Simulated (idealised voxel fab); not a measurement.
Documented hereafter: the process module known as voxel wiring stack.
We display cut, a cross-section 180 nm in width whose square cells are each 5 nm.
When this document writes out a cross-section, it uses a grid of square cells and lists it as bands, beginning at the top and moving down, with a band standing for one or more rows of cells. Band: top height; bottom height; in nm. Then, left to right: material with width in nm, for each material. "everywhere": a single material spanning edge to edge. "air": empty space. Basically, 0 is our baseline, since under it the wafer straight out of the box is all one material. The bottom band has no lower end and keeps on going down, so it looks like "0 -> down". Quick explanation for "30->40": the width changes in equal steps down the rows of cells, from the first number in the band's top row to the second number in its bottom row. Basically "no change occurred" means that step didn't change any cell in the cross-section. If an empty space has no open way to the top and is at least 8 cells in size, "Unvented internal voids" lists it, written width x height at distance, where distance is measured from the left edge and every value is in nm. It should be noted that, on the line of a given step, the content following the step's settings is a remark produced by the simulator itself with respect to that step. "overlay nm" answers the question of how far to the right of plan the mask lay on a step that has a mask, and when it is negative the answer is to the left.
The following list gives the planned process steps:
step 1: RECEIVE with material Si
step 2: CONFORMAL_DEP with material SiO2, thk nm 10
step 3: DIRECTIONAL_DEP with material TiN, thk nm 5
step 4: DIRECTIONAL_DEP with material W, thk nm 25
step 5: DIRECTIONAL_DEP with material aC, thk nm 10
step 6: PATTERN with tone cover, mask id METAL_1, material resist, width nm 25, pitch nm 45, thk nm 30, overlay nm 0
step 7: DIRECTIONAL_ETCH with etch materials aC, depth nm 10
step 8: STRIP with etch materials resist
step 9: DIRECTIONAL_ETCH with etch materials W, depth nm 25
step 10: DIRECTIONAL_ETCH with etch materials TiN, depth nm 5
step 11: STRIP with etch materials aC
step 12: CONFORMAL_DEP with material SiN, thk nm 5
step 13: FILL_DEP with material lowk, thk nm 10
step 14: CMP with height nm 40
step 15: CONFORMAL_DEP with material SiCN, thk nm 5
step 16: DIRECTIONAL_DEP with material lowk, thk nm 30
step 17: DIRECTIONAL_DEP with material aC, thk nm 15
step 18: PATTERN with tone open, mask id METAL_2_HOLES, material resist, width nm 15, pitch nm 45, thk nm 35, overlay nm 0
step 19: DIRECTIONAL_ETCH with etch materials aC, depth nm 15
step 20: STRIP with etch materials resist
step 21: DIRECTIONAL_ETCH with etch materials lowk, depth nm 30
step 22: STRIP with etch materials aC
step 23: DIRECTIONAL_DEP with material aC, thk nm 15
step 24: PATTERN with tone open, mask id METAL_2, material resist, width nm 25, pitch nm 45, thk nm 30, overlay nm 0
step 25: DIRECTIONAL_ETCH with etch materials aC, depth nm 15
step 26: STRIP with etch materials resist
step 27: DIRECTIONAL_ETCH with etch materials lowk, depth nm 20
step 28: DIRECTIONAL_ETCH with etch materials SiCN, depth nm 5
step 29: STRIP with etch materials aC
step 30: CONFORMAL_DEP with material TiN, thk nm 5
step 31: FILL_DEP with material Cu, thk nm 5
step 32: CMP with height nm 75
step 33: CONFORMAL_DEP with material SiCN, thk nm 5
step 34: DIRECTIONAL_DEP with material lowk, thk nm 25
step 35: DIRECTIONAL_DEP with material aC, thk nm 10
step 36: PATTERN with tone open, mask id METAL_3_HOLES, material resist, width nm 15, thk nm 25, overlay nm 0
step 37: DIRECTIONAL_ETCH with etch materials aC, depth nm 10
step 38: STRIP with etch materials resist
step 39: DIRECTIONAL_ETCH with etch materials lowk, depth nm 25
step 40: STRIP with etch materials aC
step 41: PATTERN with tone open, mask id METAL_3, material resist, width nm 25, pitch nm 45, thk nm 20, overlay nm 0
step 42: DIRECTIONAL_ETCH with etch materials lowk, depth nm 15
step 43: DIRECTIONAL_ETCH with etch materials SiCN, depth nm 5
step 44: STRIP with etch materials resist
step 45: CONFORMAL_DEP with material TiN, thk nm 5
step 46: FILL_DEP with material Cu, thk nm 10
step 47: CMP with height nm 105
step 48: CONFORMAL_DEP with material SiCN, thk nm 5
step 49: DIRECTIONAL_DEP with material SiO2, thk nm 25
step 50: MASKED_ETCH with tone open, mask id METAL_4_HOLES, width nm 15, etch materials SiO2, depth nm 25, overlay nm 0
step 51: DIRECTIONAL_DEP with material aC, thk nm 15
step 52: PATTERN with tone open, mask id METAL_4, material resist, width nm 25, pitch nm 45, thk nm 35, overlay nm 0
step 53: DIRECTIONAL_ETCH with etch materials aC, depth nm 15
step 54: STRIP with etch materials resist
step 55: DIRECTIONAL_ETCH with etch materials SiO2, depth nm 15
step 56: DIRECTIONAL_ETCH with etch materials SiCN, depth nm 5
step 57: STRIP with etch materials aC
step 58: CONFORMAL_DEP with material TiN, thk nm 5
step 59: FILL_DEP with material Cu, thk nm 5
step 60: CMP with height nm 135
step 61: CONFORMAL_DEP with material SiCN, thk nm 5
The first wafer of two, processed as planned:
as received, after step 1:
* 0 -> down  Si everywhere
* Unvented internal voids: none
Step 2 done - wafer cross-section:
* 10 -> 0  SiO2 everywhere
* Note: structure below 0 unchanged.
Step 3 done - wafer cross-section:
* 15 -> 10  TiN everywhere
* Note: structure below 10 unchanged.
Step 4 done - wafer cross-section:
* 40 -> 15  W everywhere
* Note: structure below 15 unchanged.
Step 5 done - wafer cross-section:
* 50 -> 40  aC everywhere
* Note: structure below 40 unchanged.
Step 6 done - wafer cross-section:
* 80 -> 50  air (55); resist (25); air (20); resist (25); air (55)
* Note: structure below 50 unchanged.
Step 7 done - wafer cross-section:
* 70 -> 50  air (55); resist (25); air (20); resist (25); air (55)
* 50 -> 40  air (55); aC (25); air (20); aC (25); air (55)
* Note: structure below 40 unchanged.
Step 8 done - wafer cross-section:
* 50 -> 40  air (55); aC (25); air (20); aC (25); air (55)
* Note: structure below 40 unchanged.
Step 9 done - wafer cross-section:
* 50 -> 40  air (55); aC (25); air (20); aC (25); air (55)
* 40 -> 15  air (55); W (25); air (20); W (25); air (55)
* Note: structure below 15 unchanged.
Step 10 done - wafer cross-section:
* 50 -> 40  air (55); aC (25); air (20); aC (25); air (55)
* 40 -> 15  air (55); W (25); air (20); W (25); air (55)
* 15 -> 10  air (55); TiN (25); air (20); TiN (25); air (55)
* Note: structure below 10 unchanged.
Step 11 done - wafer cross-section:
* 40 -> 15  air (55); W (25); air (20); W (25); air (55)
* Note: structure below 15 unchanged.
Step 12 done - wafer cross-section:
* 45 -> 40  air (50); SiN (35); air (10); SiN (35); air (50)
* 40 -> 15  air (50); SiN (5); W (25); SiN (5); air (10); SiN (5); W (25); SiN (5); air (50)
* 15 -> 10  SiN (55); TiN (25); SiN (20); TiN (25); SiN (55)
* Note: structure below 10 unchanged.
Step 13 done - wafer cross-section:
* 55 -> 45  lowk everywhere
* 45 -> 40  lowk (50); SiN (35); lowk (10); SiN (35); lowk (50)
* 40 -> 15  lowk (50); SiN (5); W (25); SiN (5); lowk (10); SiN (5); W (25); SiN (5); lowk (50)
* Note: structure below 15 unchanged.
Step 14 done - wafer cross-section:
* 40 -> 15  lowk (50); SiN (5); W (25); SiN (5); lowk (10); SiN (5); W (25); SiN (5); lowk (50)
* Note: structure below 15 unchanged.
Step 15 done - wafer cross-section:
* 45 -> 40  SiCN everywhere
* Note: structure below 40 unchanged.
Step 16 done - wafer cross-section:
* 75 -> 45  lowk everywhere
* Note: structure below 45 unchanged.
Step 17 done - wafer cross-section:
* 90 -> 75  aC everywhere
* Note: structure below 75 unchanged.
Step 18 done - wafer cross-section:
* 125 -> 90  resist (55); air (15); resist (30); air (15); resist (65)
* Note: structure below 90 unchanged.
Step 19 done - wafer cross-section:
* 110 -> 90  resist (55); air (15); resist (30); air (15); resist (65)
* 90 -> 75  aC (55); air (15); aC (30); air (15); aC (65)
* Note: structure below 75 unchanged.
Step 20 done - wafer cross-section:
* 90 -> 75  aC (55); air (15); aC (30); air (15); aC (65)
* Note: structure below 75 unchanged.
Step 21 done - wafer cross-section:
* 90 -> 75  aC (55); air (15); aC (30); air (15); aC (65)
* 75 -> 45  lowk (55); air (15); lowk (30); air (15); lowk (65)
* Note: structure below 45 unchanged.
Step 22 done - wafer cross-section:
* 75 -> 45  lowk (55); air (15); lowk (30); air (15); lowk (65)
* Note: structure below 45 unchanged.
Step 23 done - wafer cross-section:
* 90 -> 75  aC (55); air (15); aC (30); air (15); aC (65)
* 75 -> 60  lowk (55); air (15); lowk (30); air (15); lowk (65)
* 60 -> 45  lowk (55); aC (15); lowk (30); aC (15); lowk (65)
* Note: structure below 45 unchanged.
Step 24 done - wafer cross-section:
* 120 -> 90  resist (55); air (25); resist (20); air (25); resist (55)
* Note: structure below 90 unchanged.
Step 25 done - wafer cross-section:
* 105 -> 90  resist (55); air (25); resist (20); air (25); resist (55)
* 90 -> 75  aC (55); air (25); aC (20); air (25); aC (55)
* 75 -> 45  lowk (55); air (15); lowk (30); air (15); lowk (65)
* Note: structure below 45 unchanged.
Step 26 done - wafer cross-section:
* 90 -> 75  aC (55); air (25); aC (20); air (25); aC (55)
* Note: structure below 75 unchanged.
Step 27 done - wafer cross-section:
* 90 -> 75  aC (55); air (25); aC (20); air (25); aC (55)
* 75 -> 55  lowk (55); air (25); lowk (20); air (25); lowk (55)
* Note: structure below 55 unchanged.
Step 28 done - wafer cross-section:
* 90 -> 75  aC (55); air (25); aC (20); air (25); aC (55)
* 75 -> 55  lowk (55); air (25); lowk (20); air (25); lowk (55)
* 55 -> 45  lowk (55); air (15); lowk (30); air (15); lowk (65)
* 45 -> 40  SiCN (55); air (15); SiCN (30); air (15); SiCN (65)
* Note: structure below 40 unchanged.
Step 29 done - wafer cross-section:
* 75 -> 55  lowk (55); air (25); lowk (20); air (25); lowk (55)
* Note: structure below 55 unchanged.
Step 30 done - wafer cross-section:
* 80 -> 75  TiN (60); air (15); TiN (30); air (15); TiN (60)
* 75 -> 60  lowk (55); TiN (5); air (15); TiN (5); lowk (20); TiN (5); air (15); TiN (5); lowk (55)
* 60 -> 55  lowk (55); TiN (5); air (5); TiN (15); lowk (20); TiN (5); air (5); TiN (15); lowk (55)
* 55 -> 45  lowk (55); TiN (5); air (5); TiN (5); lowk (30); TiN (5); air (5); TiN (5); lowk (65)
* 45 -> 40  SiCN (55); TiN (15); SiCN (30); TiN (15); SiCN (65)
* Note: structure below 40 unchanged.
Step 31 done - wafer cross-section:
* 85 -> 80  Cu everywhere
* 80 -> 75  TiN (60); Cu (15); TiN (30); Cu (15); TiN (60)
* 75 -> 60  lowk (55); TiN (5); Cu (15); TiN (5); lowk (20); TiN (5); Cu (15); TiN (5); lowk (55)
* 60 -> 55  lowk (55); TiN (5); Cu (5); TiN (15); lowk (20); TiN (5); Cu (5); TiN (15); lowk (55)
* 55 -> 45  lowk (55); TiN (5); Cu (5); TiN (5); lowk (30); TiN (5); Cu (5); TiN (5); lowk (65)
* Note: structure below 45 unchanged.
Step 32 done - wafer cross-section:
* 75 -> 60  lowk (55); TiN (5); Cu (15); TiN (5); lowk (20); TiN (5); Cu (15); TiN (5); lowk (55)
* Note: structure below 60 unchanged.
Step 33 done - wafer cross-section:
* 80 -> 75  SiCN everywhere
* Note: structure below 75 unchanged.
Step 34 done - wafer cross-section:
* 105 -> 80  lowk everywhere
* Note: structure below 80 unchanged.
Step 35 done - wafer cross-section:
* 115 -> 105  aC everywhere
* Note: structure below 105 unchanged.
Step 36 done - wafer cross-section:
* 140 -> 115  resist (55); air (15); resist (110)
* Note: structure below 115 unchanged.
Step 37 done - wafer cross-section:
* 130 -> 115  resist (55); air (15); resist (110)
* 115 -> 105  aC (55); air (15); aC (110)
* Note: structure below 105 unchanged.
Step 38 done - wafer cross-section:
* 115 -> 105  aC (55); air (15); aC (110)
* Note: structure below 105 unchanged.
Step 39 done - wafer cross-section:
* 115 -> 105  aC (55); air (15); aC (110)
* 105 -> 80  lowk (55); air (15); lowk (110)
* Note: structure below 80 unchanged.
Step 40 done - wafer cross-section:
* 105 -> 80  lowk (55); air (15); lowk (110)
* Note: structure below 80 unchanged.
Step 41 done - wafer cross-section:
* 125 -> 105  resist (55); air (25); resist (20); air (25); resist (55)
* Note: structure below 105 unchanged.
Step 42 done - wafer cross-section:
* 125 -> 105  resist (55); air (25); resist (20); air (25); resist (55)
* 105 -> 90  lowk (55); air (25); lowk (20); air (25); lowk (55)
* Note: structure below 90 unchanged.
Step 43 done - wafer cross-section:
* 125 -> 105  resist (55); air (25); resist (20); air (25); resist (55)
* 105 -> 90  lowk (55); air (25); lowk (20); air (25); lowk (55)
* 90 -> 80  lowk (55); air (15); lowk (110)
* 80 -> 75  SiCN (55); air (15); SiCN (110)
* Note: structure below 75 unchanged.
Step 44 done - wafer cross-section:
* 105 -> 90  lowk (55); air (25); lowk (20); air (25); lowk (55)
* Note: structure below 90 unchanged.
Step 45 done - wafer cross-section:
* 110 -> 105  TiN (60); air (15); TiN (30); air (15); TiN (60)
* 105 -> 95  lowk (55); TiN (5); air (15); TiN (5); lowk (20); TiN (5); air (15); TiN (5); lowk (55)
* 95 -> 90  lowk (55); TiN (5); air (5); TiN (15); lowk (20); TiN (25); lowk (55)
* 90 -> 80  lowk (55); TiN (5); air (5); TiN (5); lowk (110)
* 80 -> 75  SiCN (55); TiN (15); SiCN (110)
* Note: structure below 75 unchanged.
Step 46 done - wafer cross-section:
* 120 -> 110  Cu everywhere
* 110 -> 105  TiN (60); Cu (15); TiN (30); Cu (15); TiN (60)
* 105 -> 95  lowk (55); TiN (5); Cu (15); TiN (5); lowk (20); TiN (5); Cu (15); TiN (5); lowk (55)
* 95 -> 90  lowk (55); TiN (5); Cu (5); TiN (15); lowk (20); TiN (25); lowk (55)
* 90 -> 80  lowk (55); TiN (5); Cu (5); TiN (5); lowk (110)
* Note: structure below 80 unchanged.
Step 47 done - wafer cross-section:
* 105 -> 95  lowk (55); TiN (5); Cu (15); TiN (5); lowk (20); TiN (5); Cu (15); TiN (5); lowk (55)
* Note: structure below 95 unchanged.
Step 48 done - wafer cross-section:
* 110 -> 105  SiCN everywhere
* Note: structure below 105 unchanged.
Step 49 done - wafer cross-section:
* 135 -> 110  SiO2 everywhere
* Note: structure below 110 unchanged.
Step 50 done - wafer cross-section:
* 135 -> 110  SiO2 (55); air (15); SiO2 (110)
* Note: structure below 110 unchanged.
Step 51 done - wafer cross-section:
* 150 -> 135  aC (55); air (15); aC (110)
* 135 -> 125  SiO2 (55); air (15); SiO2 (110)
* 125 -> 110  SiO2 (55); aC (15); SiO2 (110)
* Note: structure below 110 unchanged.
Step 52 done - wafer cross-section:
* 185 -> 150  resist (55); air (25); resist (20); air (25); resist (55)
* Note: structure below 150 unchanged.
Step 53 done - wafer cross-section:
* 170 -> 150  resist (55); air (25); resist (20); air (25); resist (55)
* 150 -> 135  aC (55); air (25); aC (20); air (25); aC (55)
* 135 -> 110  SiO2 (55); air (15); SiO2 (110)
* Note: structure below 110 unchanged.
Step 54 done - wafer cross-section:
* 150 -> 135  aC (55); air (25); aC (20); air (25); aC (55)
* Note: structure below 135 unchanged.
Step 55 done - wafer cross-section:
* 150 -> 135  aC (55); air (25); aC (20); air (25); aC (55)
* 135 -> 120  SiO2 (55); air (25); SiO2 (20); air (25); SiO2 (55)
* Note: structure below 120 unchanged.
Step 56 done - wafer cross-section:
* 150 -> 135  aC (55); air (25); aC (20); air (25); aC (55)
* 135 -> 120  SiO2 (55); air (25); SiO2 (20); air (25); SiO2 (55)
* 120 -> 110  SiO2 (55); air (15); SiO2 (110)
* 110 -> 105  SiCN (55); air (15); SiCN (110)
* Note: structure below 105 unchanged.
Step 57 done - wafer cross-section:
* 135 -> 120  SiO2 (55); air (25); SiO2 (20); air (25); SiO2 (55)
* Note: structure below 120 unchanged.
Step 58 done - wafer cross-section:
* 140 -> 135  TiN (60); air (15); TiN (30); air (15); TiN (60)
* 135 -> 125  SiO2 (55); TiN (5); air (15); TiN (5); SiO2 (20); TiN (5); air (15); TiN (5); SiO2 (55)
* 125 -> 120  SiO2 (55); TiN (5); air (5); TiN (15); SiO2 (20); TiN (25); SiO2 (55)
* 120 -> 110  SiO2 (55); TiN (5); air (5); TiN (5); SiO2 (110)
* 110 -> 105  SiCN (55); TiN (15); SiCN (110)
* Note: structure below 105 unchanged.
Step 59 done - wafer cross-section:
* 145 -> 140  Cu everywhere
* 140 -> 135  TiN (60); Cu (15); TiN (30); Cu (15); TiN (60)
* 135 -> 125  SiO2 (55); TiN (5); Cu (15); TiN (5); SiO2 (20); TiN (5); Cu (15); TiN (5); SiO2 (55)
* 125 -> 120  SiO2 (55); TiN (5); Cu (5); TiN (15); SiO2 (20); TiN (25); SiO2 (55)
* 120 -> 110  SiO2 (55); TiN (5); Cu (5); TiN (5); SiO2 (110)
* Note: structure below 110 unchanged.
Step 60 done - wafer cross-section:
* 135 -> 125  SiO2 (55); TiN (5); Cu (15); TiN (5); SiO2 (20); TiN (5); Cu (15); TiN (5); SiO2 (55)
* Note: structure below 125 unchanged.
Step 61 done - wafer cross-section:
* 140 -> 135  SiCN everywhere
* Note: structure below 135 unchanged.
Second of two: same start, same plan, one run error; steps up to and including 1 match the first:
Second wafer, cross-section, planned end of step 2: no change occurred
Second wafer, cross-section, planned end of step 3:
* 5 -> 0  TiN everywhere
* Note: structure below 0 unchanged.
Second wafer, cross-section, planned end of step 4:
* 30 -> 5  W everywhere
* Note: structure below 5 unchanged.
Second wafer, cross-section, planned end of step 5:
* 40 -> 30  aC everywhere
* Note: structure below 30 unchanged.
Second wafer, cross-section, planned end of step 6:
* 70 -> 40  air (55); resist (25); air (20); resist (25); air (55)
* Note: structure below 40 unchanged.
Second wafer, cross-section, planned end of step 7:
* 60 -> 40  air (55); resist (25); air (20); resist (25); air (55)
* 40 -> 30  air (55); aC (25); air (20); aC (25); air (55)
* Note: structure below 30 unchanged.
Second wafer, cross-section, planned end of step 8:
* 40 -> 30  air (55); aC (25); air (20); aC (25); air (55)
* Note: structure below 30 unchanged.
Second wafer, cross-section, planned end of step 9:
* 40 -> 30  air (55); aC (25); air (20); aC (25); air (55)
* 30 -> 5  air (55); W (25); air (20); W (25); air (55)
* Note: structure below 5 unchanged.
Second wafer, cross-section, planned end of step 10:
* 40 -> 30  air (55); aC (25); air (20); aC (25); air (55)
* 30 -> 5  air (55); W (25); air (20); W (25); air (55)
* 5 -> 0  air (55); TiN (25); air (20); TiN (25); air (55)
* Note: structure below 0 unchanged.
Second wafer, cross-section, planned end of step 11:
* 30 -> 5  air (55); W (25); air (20); W (25); air (55)
* Note: structure below 5 unchanged.
Second wafer, cross-section, planned end of step 12:
* 35 -> 30  air (50); SiN (35); air (10); SiN (35); air (50)
* 30 -> 5  air (50); SiN (5); W (25); SiN (5); air (10); SiN (5); W (25); SiN (5); air (50)
* 5 -> 0  SiN (55); TiN (25); SiN (20); TiN (25); SiN (55)
* Note: structure below 0 unchanged.
Second wafer, cross-section, planned end of step 13:
* 45 -> 35  lowk everywhere
* 35 -> 30  lowk (50); SiN (35); lowk (10); SiN (35); lowk (50)
* 30 -> 5  lowk (50); SiN (5); W (25); SiN (5); lowk (10); SiN (5); W (25); SiN (5); lowk (50)
* Note: structure below 5 unchanged.
Second wafer, cross-section, planned end of step 14:
* 40 -> 35  lowk everywhere
* Note: structure below 35 unchanged.
Second wafer, cross-section, planned end of step 15:
* 45 -> 40  SiCN everywhere
* Note: structure below 40 unchanged.
Second wafer, cross-section, planned end of step 16:
* 75 -> 45  lowk everywhere
* Note: structure below 45 unchanged.
Second wafer, cross-section, planned end of step 17:
* 90 -> 75  aC everywhere
* Note: structure below 75 unchanged.
Second wafer, cross-section, planned end of step 18:
* 125 -> 90  resist (55); air (15); resist (30); air (15); resist (65)
* Note: structure below 90 unchanged.
Second wafer, cross-section, planned end of step 19:
* 110 -> 90  resist (55); air (15); resist (30); air (15); resist (65)
* 90 -> 75  aC (55); air (15); aC (30); air (15); aC (65)
* Note: structure below 75 unchanged.
Second wafer, cross-section, planned end of step 20:
* 90 -> 75  aC (55); air (15); aC (30); air (15); aC (65)
* Note: structure below 75 unchanged.
Second wafer, cross-section, planned end of step 21:
* 90 -> 75  aC (55); air (15); aC (30); air (15); aC (65)
* 75 -> 45  lowk (55); air (15); lowk (30); air (15); lowk (65)
* Note: structure below 45 unchanged.
Second wafer, cross-section, planned end of step 22:
* 75 -> 45  lowk (55); air (15); lowk (30); air (15); lowk (65)
* Note: structure below 45 unchanged.
Second wafer, cross-section, planned end of step 23:
* 90 -> 75  aC (55); air (15); aC (30); air (15); aC (65)
* 75 -> 60  lowk (55); air (15); lowk (30); air (15); lowk (65)
* 60 -> 45  lowk (55); aC (15); lowk (30); aC (15); lowk (65)
* Note: structure below 45 unchanged.
Second wafer, cross-section, planned end of step 24:
* 120 -> 90  resist (55); air (25); resist (20); air (25); resist (55)
* Note: structure below 90 unchanged.
Second wafer, cross-section, planned end of step 25:
* 105 -> 90  resist (55); air (25); resist (20); air (25); resist (55)
* 90 -> 75  aC (55); air (25); aC (20); air (25); aC (55)
* 75 -> 45  lowk (55); air (15); lowk (30); air (15); lowk (65)
* Note: structure below 45 unchanged.
Second wafer, cross-section, planned end of step 26:
* 90 -> 75  aC (55); air (25); aC (20); air (25); aC (55)
* Note: structure below 75 unchanged.
Second wafer, cross-section, planned end of step 27:
* 90 -> 75  aC (55); air (25); aC (20); air (25); aC (55)
* 75 -> 55  lowk (55); air (25); lowk (20); air (25); lowk (55)
* Note: structure below 55 unchanged.
Second wafer, cross-section, planned end of step 28:
* 90 -> 75  aC (55); air (25); aC (20); air (25); aC (55)
* 75 -> 55  lowk (55); air (25); lowk (20); air (25); lowk (55)
* 55 -> 45  lowk (55); air (15); lowk (30); air (15); lowk (65)
* 45 -> 40  SiCN (55); air (15); SiCN (30); air (15); SiCN (65)
* Note: structure below 40 unchanged.
Second wafer, cross-section, planned end of step 29:
* 75 -> 55  lowk (55); air (25); lowk (20); air (25); lowk (55)
* Note: structure below 55 unchanged.
Second wafer, cross-section, planned end of step 30:
* 80 -> 75  TiN (60); air (15); TiN (30); air (15); TiN (60)
* 75 -> 60  lowk (55); TiN (5); air (15); TiN (5); lowk (20); TiN (5); air (15); TiN (5); lowk (55)
* 60 -> 55  lowk (55); TiN (5); air (5); TiN (15); lowk (20); TiN (5); air (5); TiN (15); lowk (55)
* 55 -> 45  lowk (55); TiN (5); air (5); TiN (5); lowk (30); TiN (5); air (5); TiN (5); lowk (65)
* 45 -> 40  SiCN (55); TiN (15); SiCN (30); TiN (15); SiCN (65)
* Note: structure below 40 unchanged.
Second wafer, cross-section, planned end of step 31:
* 85 -> 80  Cu everywhere
* 80 -> 75  TiN (60); Cu (15); TiN (30); Cu (15); TiN (60)
* 75 -> 60  lowk (55); TiN (5); Cu (15); TiN (5); lowk (20); TiN (5); Cu (15); TiN (5); lowk (55)
* 60 -> 55  lowk (55); TiN (5); Cu (5); TiN (15); lowk (20); TiN (5); Cu (5); TiN (15); lowk (55)
* 55 -> 45  lowk (55); TiN (5); Cu (5); TiN (5); lowk (30); TiN (5); Cu (5); TiN (5); lowk (65)
* Note: structure below 45 unchanged.
Second wafer, cross-section, planned end of step 32:
* 75 -> 60  lowk (55); TiN (5); Cu (15); TiN (5); lowk (20); TiN (5); Cu (15); TiN (5); lowk (55)
* Note: structure below 60 unchanged.
Second wafer, cross-section, planned end of step 33:
* 80 -> 75  SiCN everywhere
* Note: structure below 75 unchanged.
Second wafer, cross-section, planned end of step 34:
* 105 -> 80  lowk everywhere
* Note: structure below 80 unchanged.
Second wafer, cross-section, planned end of step 35:
* 115 -> 105  aC everywhere
* Note: structure below 105 unchanged.
Second wafer, cross-section, planned end of step 36:
* 140 -> 115  resist (55); air (15); resist (110)
* Note: structure below 115 unchanged.
Second wafer, cross-section, planned end of step 37:
* 130 -> 115  resist (55); air (15); resist (110)
* 115 -> 105  aC (55); air (15); aC (110)
* Note: structure below 105 unchanged.
Second wafer, cross-section, planned end of step 38:
* 115 -> 105  aC (55); air (15); aC (110)
* Note: structure below 105 unchanged.
Second wafer, cross-section, planned end of step 39:
* 115 -> 105  aC (55); air (15); aC (110)
* 105 -> 80  lowk (55); air (15); lowk (110)
* Note: structure below 80 unchanged.
Second wafer, cross-section, planned end of step 40:
* 105 -> 80  lowk (55); air (15); lowk (110)
* Note: structure below 80 unchanged.
Second wafer, cross-section, planned end of step 41:
* 125 -> 105  resist (55); air (25); resist (20); air (25); resist (55)
* Note: structure below 105 unchanged.
Second wafer, cross-section, planned end of step 42:
* 125 -> 105  resist (55); air (25); resist (20); air (25); resist (55)
* 105 -> 90  lowk (55); air (25); lowk (20); air (25); lowk (55)
* Note: structure below 90 unchanged.
Second wafer, cross-section, planned end of step 43:
* 125 -> 105  resist (55); air (25); resist (20); air (25); resist (55)
* 105 -> 90  lowk (55); air (25); lowk (20); air (25); lowk (55)
* 90 -> 80  lowk (55); air (15); lowk (110)
* 80 -> 75  SiCN (55); air (15); SiCN (110)
* Note: structure below 75 unchanged.
Second wafer, cross-section, planned end of step 44:
* 105 -> 90  lowk (55); air (25); lowk (20); air (25); lowk (55)
* Note: structure below 90 unchanged.
Second wafer, cross-section, planned end of step 45:
* 110 -> 105  TiN (60); air (15); TiN (30); air (15); TiN (60)
* 105 -> 95  lowk (55); TiN (5); air (15); TiN (5); lowk (20); TiN (5); air (15); TiN (5); lowk (55)
* 95 -> 90  lowk (55); TiN (5); air (5); TiN (15); lowk (20); TiN (25); lowk (55)
* 90 -> 80  lowk (55); TiN (5); air (5); TiN (5); lowk (110)
* 80 -> 75  SiCN (55); TiN (15); SiCN (110)
* Note: structure below 75 unchanged.
Second wafer, cross-section, planned end of step 46:
* 120 -> 110  Cu everywhere
* 110 -> 105  TiN (60); Cu (15); TiN (30); Cu (15); TiN (60)
* 105 -> 95  lowk (55); TiN (5); Cu (15); TiN (5); lowk (20); TiN (5); Cu (15); TiN (5); lowk (55)
* 95 -> 90  lowk (55); TiN (5); Cu (5); TiN (15); lowk (20); TiN (25); lowk (55)
* 90 -> 80  lowk (55); TiN (5); Cu (5); TiN (5); lowk (110)
* Note: structure below 80 unchanged.
Second wafer, cross-section, planned end of step 47:
* 105 -> 95  lowk (55); TiN (5); Cu (15); TiN (5); lowk (20); TiN (5); Cu (15); TiN (5); lowk (55)
* Note: structure below 95 unchanged.
Second wafer, cross-section, planned end of step 48:
* 110 -> 105  SiCN everywhere
* Note: structure below 105 unchanged.
Second wafer, cross-section, planned end of step 49:
* 135 -> 110  SiO2 everywhere
* Note: structure below 110 unchanged.
Second wafer, cross-section, planned end of step 50:
* 135 -> 110  SiO2 (55); air (15); SiO2 (110)
* Note: structure below 110 unchanged.
Second wafer, cross-section, planned end of step 51:
* 150 -> 135  aC (55); air (15); aC (110)
* 135 -> 125  SiO2 (55); air (15); SiO2 (110)
* 125 -> 110  SiO2 (55); aC (15); SiO2 (110)
* Note: structure below 110 unchanged.
Second wafer, cross-section, planned end of step 52:
* 185 -> 150  resist (55); air (25); resist (20); air (25); resist (55)
* Note: structure below 150 unchanged.
Second wafer, cross-section, planned end of step 53:
* 170 -> 150  resist (55); air (25); resist (20); air (25); resist (55)
* 150 -> 135  aC (55); air (25); aC (20); air (25); aC (55)
* 135 -> 110  SiO2 (55); air (15); SiO2 (110)
* Note: structure below 110 unchanged.
Second wafer, cross-section, planned end of step 54:
* 150 -> 135  aC (55); air (25); aC (20); air (25); aC (55)
* Note: structure below 135 unchanged.
Second wafer, cross-section, planned end of step 55:
* 150 -> 135  aC (55); air (25); aC (20); air (25); aC (55)
* 135 -> 120  SiO2 (55); air (25); SiO2 (20); air (25); SiO2 (55)
* Note: structure below 120 unchanged.
Second wafer, cross-section, planned end of step 56:
* 150 -> 135  aC (55); air (25); aC (20); air (25); aC (55)
* 135 -> 120  SiO2 (55); air (25); SiO2 (20); air (25); SiO2 (55)
* 120 -> 110  SiO2 (55); air (15); SiO2 (110)
* 110 -> 105  SiCN (55); air (15); SiCN (110)
* Note: structure below 105 unchanged.
Second wafer, cross-section, planned end of step 57:
* 135 -> 120  SiO2 (55); air (25); SiO2 (20); air (25); SiO2 (55)
* Note: structure below 120 unchanged.
Second wafer, cross-section, planned end of step 58:
* 140 -> 135  TiN (60); air (15); TiN (30); air (15); TiN (60)
* 135 -> 125  SiO2 (55); TiN (5); air (15); TiN (5); SiO2 (20); TiN (5); air (15); TiN (5); SiO2 (55)
* 125 -> 120  SiO2 (55); TiN (5); air (5); TiN (15); SiO2 (20); TiN (25); SiO2 (55)
* 120 -> 110  SiO2 (55); TiN (5); air (5); TiN (5); SiO2 (110)
* 110 -> 105  SiCN (55); TiN (15); SiCN (110)
* Note: structure below 105 unchanged.
Second wafer, cross-section, planned end of step 59:
* 145 -> 140  Cu everywhere
* 140 -> 135  TiN (60); Cu (15); TiN (30); Cu (15); TiN (60)
* 135 -> 125  SiO2 (55); TiN (5); Cu (15); TiN (5); SiO2 (20); TiN (5); Cu (15); TiN (5); SiO2 (55)
* 125 -> 120  SiO2 (55); TiN (5); Cu (5); TiN (15); SiO2 (20); TiN (25); SiO2 (55)
* 120 -> 110  SiO2 (55); TiN (5); Cu (5); TiN (5); SiO2 (110)
* Note: structure below 110 unchanged.
Second wafer, cross-section, planned end of step 60:
* 135 -> 125  SiO2 (55); TiN (5); Cu (15); TiN (5); SiO2 (20); TiN (5); Cu (15); TiN (5); SiO2 (55)
* Note: structure below 125 unchanged.
Second wafer, cross-section, planned end of step 61:
* 140 -> 135  SiCN everywhere
* Note: structure below 135 unchanged.
The mistake made against the process plan was this: it should be noted that step 2 of the plan was omitted and was not performed
In the final state, the cell counts of the second wafer exceed or fall short of those of the first for the following materials: 14 more of SiN; 72 fewer of SiO2; 58 more of lowk
